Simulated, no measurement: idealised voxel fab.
Title: Process Module voxel transistor to metal
Displayed cross-section: cut, width of 300 nm, square cells sized 5 nm.
Think of the cross-section as a grid of square cells. We describe it in bands, top to bottom, and each band covers one or more rows of those cells. Band: top and bottom heights (nm) first, top before bottom; then materials from left to right, widths in nm. "everywhere" marks a sole material filling the band edge to edge. "air" denotes empty space. Heads up on the height convention: 0 is the point under which the incoming wafer is all one material, and the lowest band has no bottom, it just keeps going down, like "0 nm and below". Width "30->40": first value at the band's top row of cells, second value at its bottom row, equal change from row to row. No cell of the cross-section changed in a step that is given as "no change occurred". This entry, "Enclosed void catalog", enumerates those empty regions of no fewer than 8 cells that possess no open connection to the top. Each region is reported in the form width x height at distance, the distance being taken from the left edge, with all three quantities expressed in nm. What comes after the settings on a step's line is commentary from the simulator itself on that step. "overlay nm", when on a step's line for a step with a mask, measures how far to the right of its planned place the mask lay; a negative measure means to the left.
The planned process steps are enumerated hereunder
- 1: RECEIVE [material Si]
- 2: OXIDIZE [depth nm 5]
- 3: CONFORMAL_DEP [material SiN] [thk nm 10]
- 4: MASKED_ETCH [tone cover] [mask id ACTIVE] [width nm 110] [pitch nm 140] [etch materials SiN] [depth nm 10] [overlay nm 0]
- 5: MASKED_ETCH [tone cover] [mask id ACTIVE] [width nm 110] [pitch nm 140] [etch materials SiO2] [depth nm 5] [overlay nm 0]
- 6: MASKED_ETCH [tone cover] [mask id ACTIVE] [width nm 110] [pitch nm 140] [etch materials Si] [depth nm 35] [overlay nm 0]
- 7: FILL_DEP [material SiO2] [thk nm 15]
- 8: CMP [height nm 10]
- 9: SELECTIVE_ETCH [etch materials SiO2] [depth nm 10]
- 10: STRIP [etch materials SiN]
- 11: SELECTIVE_ETCH [etch materials SiO2] [depth nm 5]
- 12: OXIDIZE [depth nm 5]
- 13: DIRECTIONAL_DEP [material polySi] [thk nm 30]
- 14: DIRECTIONAL_DEP [material SiCN] [thk nm 15]
- 15: PATTERN [tone cover] [mask id GATE] [material resist] [width nm 20] [pitch nm 140] [thk nm 15] [overlay nm 0]
- 16: DIRECTIONAL_ETCH [etch materials SiCN] [depth nm 25]
- 17: DIRECTIONAL_ETCH [etch materials polySi] [depth nm 40]
- 18: STRIP [etch materials resist]
- 19: CONFORMAL_DEP [material SiO2] [thk nm 5]
- 20: DIRECTIONAL_ETCH [etch materials SiO2] [depth nm 5]
- 21: CONFORMAL_DEP [material SiN] [thk nm 5]
- 22: DIRECTIONAL_ETCH [etch materials SiN] [depth nm 5]
- 23: DIRECTIONAL_ETCH [etch materials SiO2] [depth nm 5]
- 24: DIRECTIONAL_ETCH [etch materials Si] [depth nm 15]
- 25: EPI [material pSi] [thk nm 15]
- 26: FILL_DEP [material SiO2] [thk nm 5]
- 27: CMP [height nm 40]
- 28: DIRECTIONAL_DEP [material SiO2] [thk nm 10]
- 29: MASKED_ETCH [tone open] [mask id CONTACT] [width nm 20] [pitch nm 70] [etch materials SiO2] [depth nm 60] [overlay nm 0]
- 30: CONFORMAL_DEP [material TiN] [thk nm 5]
- 31: FILL_DEP [material W] [thk nm 5]
- 32: CMP [height nm 50]
- 33: CONFORMAL_DEP [material SiCN] [thk nm 5]
- 34: DIRECTIONAL_DEP [material SiO2] [thk nm 25]
- 35: MASKED_ETCH [tone open] [mask id METAL_1] [width nm 20] [pitch nm 70] [etch materials SiO2] [depth nm 25] [overlay nm 0]
- 36: MASKED_ETCH [tone open] [mask id METAL_1] [width nm 20] [pitch nm 70] [etch materials SiCN] [depth nm 5] [overlay nm 0]
- 37: CONFORMAL_DEP [material TiN] [thk nm 5]
- 38: FILL_DEP [material Cu] [thk nm 10]
- 39: CMP [height nm 80]
- 40: EPI [material Ru] [thk nm 5]
- 41: FILL_DEP [material SiCN] [thk nm 5]
Cross-section of the wafer upon arrival, representing the state reached after step 1
- 0 nm and below = Si everywhere
- Enclosed void catalog: none
Here's the wafer cut in cross-section after the module, started and planned just like above, except one thing was done wrong in the run
- 90 nm to 85 nm = SiCN everywhere
- 85 nm to 80 nm = 30 of SiCN, then 30 of Ru, then 40 of SiCN, then 30 of Ru, then 40 of SiCN, then 30 of Ru, then 40 of SiCN, then 30 of Ru, then 30 of SiCN
- 80 nm to 55 nm = 35 of SiO2, then 5 of TiN, then 10 of Cu, then 5 of TiN, then 50 of SiO2, then 5 of TiN, then 10 of Cu, then 5 of TiN, then 50 of SiO2, then 5 of TiN, then 10 of Cu, then 5 of TiN, then 50 of SiO2, then 5 of TiN, then 10 of Cu, then 5 of TiN, then 35 of SiO2
- 55 nm to 50 nm = 35 of SiCN, then 20 of TiN, then 50 of SiCN, then 20 of TiN, then 50 of SiCN, then 20 of TiN, then 50 of SiCN, then 20 of TiN, then 35 of SiCN
- 50 nm to 40 nm = 35 of SiO2, then 5 of TiN, then 10 of W, then 5 of TiN, then 50 of SiO2, then 5 of TiN, then 10 of W, then 5 of TiN, then 50 of SiO2, then 5 of TiN, then 10 of W, then 5 of TiN, then 50 of SiO2, then 5 of TiN, then 10 of W, then 5 of TiN, then 35 of SiO2
- 40 nm to 25 nm = 35 of SiO2, then 5 of TiN, then 10 of W, then 5 of TiN, then 5 of SiO2, then 5 of SiN, then 5 of SiO2, then 20 of SiCN, then 5 of SiO2, then 5 of SiN, then 5 of SiO2, then 5 of TiN, then 10 of W, then 5 of TiN, then 50 of SiO2, then 5 of TiN, then 10 of W, then 5 of TiN, then 5 of SiO2, then 5 of SiN, then 5 of SiO2, then 20 of SiCN, then 5 of SiO2, then 5 of SiN, then 5 of SiO2, then 5 of TiN, then 10 of W, then 5 of TiN, then 35 of SiO2
- 25 nm to 10 nm = 35 of SiO2, then 5 of TiN, then 10 of W, then 5 of TiN, then 5 of SiO2, then 5 of SiN, then 5 of SiO2, then 20 of polySi, then 5 of SiO2, then 5 of SiN, then 5 of SiO2, then 5 of TiN, then 10 of W, then 5 of TiN, then 50 of SiO2, then 5 of TiN, then 10 of W, then 5 of TiN, then 5 of SiO2, then 5 of SiN, then 5 of SiO2, then 20 of polySi, then 5 of SiO2, then 5 of SiN, then 5 of SiO2, then 5 of TiN, then 10 of W, then 5 of TiN, then 35 of SiO2
- 10 nm to 5 nm = 35 of SiO2, then 20 of TiN, then 5 of SiO2, then 5 of SiN, then 5 of SiO2, then 20 of polySi, then 5 of SiO2, then 5 of SiN, then 5 of SiO2, then 20 of TiN, then 50 of SiO2, then 20 of TiN, then 5 of SiO2, then 5 of SiN, then 5 of SiO2, then 20 of polySi, then 5 of SiO2, then 5 of SiN, then 5 of SiO2, then 20 of TiN, then 35 of SiO2
- 5 nm to -5 nm = 35 of SiO2, then 10 of TiN, then 15 of pSi, then 5 of SiN, then 5 of SiO2, then 20 of polySi, then 5 of SiO2, then 5 of SiN, then 15 of pSi, then 10 of TiN, then 50 of SiO2, then 10 of TiN, then 15 of pSi, then 5 of SiN, then 5 of SiO2, then 20 of polySi, then 5 of SiO2, then 5 of SiN, then 15 of pSi, then 10 of TiN, then 35 of SiO2
- -5 nm to -10 nm = 35 of SiO2, then 10 of TiN, then 15 of pSi, then 40 of SiO2, then 15 of pSi, then 10 of TiN, then 50 of SiO2, then 10 of TiN, then 15 of pSi, then 40 of SiO2, then 15 of pSi, then 10 of TiN, then 35 of SiO2
- -10 nm to -25 nm = 45 of SiO2, then 15 of pSi, then 40 of Si, then 15 of pSi, then 70 of SiO2, then 15 of pSi, then 40 of Si, then 15 of pSi, then 45 of SiO2
- -25 nm to -40 nm = 25 of SiO2, then 35 of pSi, then 40 of Si, then 35 of pSi, then 30 of SiO2, then 35 of pSi, then 40 of Si, then 35 of pSi, then 25 of SiO2
- -40 nm and below = Si everywhere
- Enclosed void catalog: none
Heads up, the wafer didn't run the way we planned it: step 24 of the plan was carried out twice
